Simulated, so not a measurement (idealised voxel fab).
Proc. module: voxel local oxidation
Section shown: cut. Width: 255 nm. Cell size: 5 nm, square.
We lay out every cross-section as a grid of square cells and spell it out in bands from the top down, where one band means one or more rows of cells. Basically the band line says how high the top is and how high the bottom is, in nm, and then what's in it from left to right, every material with its width in nm. Empty space shows up as "empty", and if a single material carries "everywhere" it runs the full band edge to edge. Counting heights begins at 0, where everything beneath is, in the wafer as received, one material. The lowest band has no bottom; it goes on downwards, as "0 -> down" shows. Per-row width for "30 to 40": begins at first number (top row of band), ends at second number (bottom row), increment between rows held constant. Reading "remains unaltered" for a step: not a cell of the cross-section changed in it. "Sealed cavities" enumerates empty spaces isolated from the top, with no open way to it, that contain at least 8 cells, giving each as width x height at distance from the left edge, all three in nm. If you see something after the settings on a step's line, that's the simulator's own remark about that step. Among the settings permitted on a step's line is "overlay nm"; applied to a step with a mask, it specifies the extent to which the mask lay to the right of its planned position, whereas a negative figure signifies a position to the left.

[Planned step list for the process]
step 1: RECEIVE [material Si]
step 2: OXIDIZE [depth nm 5]
step 3: CONFORMAL_DEP [material SiN] [thk nm 10]
step 4: PATTERN [tone cover] [mask id ACTIVE] [material resist] [width nm 95] [thk nm 20] [overlay nm 0]
step 5: DIRECTIONAL_ETCH [etch materials SiN] [depth nm 10]
step 6: STRIP [etch materials resist]
step 7: SELECTIVE_ETCH [etch materials SiO2] [depth nm 5]
step 8: OXIDIZE [depth nm 10]
step 9: STRIP [etch materials SiN]
All wafers enter the flow in the same state. The width nm at step 4 differs from wafer to wafer, and the plan gives the value for the first wafer.

[Cross-section, first of several wafers, as delivered after step 1]
- 0 -> down | Si everywhere
- Sealed cavities: none

[The figure below presents a cross-section of the first of several wafers at the conclusion of the module, following its last step, step 9]
- 0 -> -5 | 85 nm empty  85 nm SiO2  85 nm empty
- -5 -> -15 | 95 nm SiO2  65 nm Si  95 nm SiO2
- -15 -> down | Si everywhere
- Sealed cavities: none

[Wafer cross-section (last wafer, module end)]
- 0 -> -5 | 75 nm empty  110 nm SiO2  70 nm empty
- -5 -> -15 | 85 nm SiO2  90 nm Si  80 nm SiO2
- -15 -> down | Si everywhere
- Sealed cavities: none

[So in this table every wafer gets its own row, and what you see is where it stands at the end of the module: for each material, how many cells it picked up (+) or gave up (-) since we received it, and after that its closed voids]
width nm 95; -127 Si; +93 SiO2; Sealed cavities: none
width nm 100; -125 Si; +92 SiO2; Sealed cavities: none
width nm 105; -123 Si; +91 SiO2; Sealed cavities: none
width nm 110; -121 Si; +90 SiO2; Sealed cavities: none
width nm 115; -119 Si; +89 SiO2; Sealed cavities: none
width nm 120; -117 Si; +88 SiO2; Sealed cavities: none
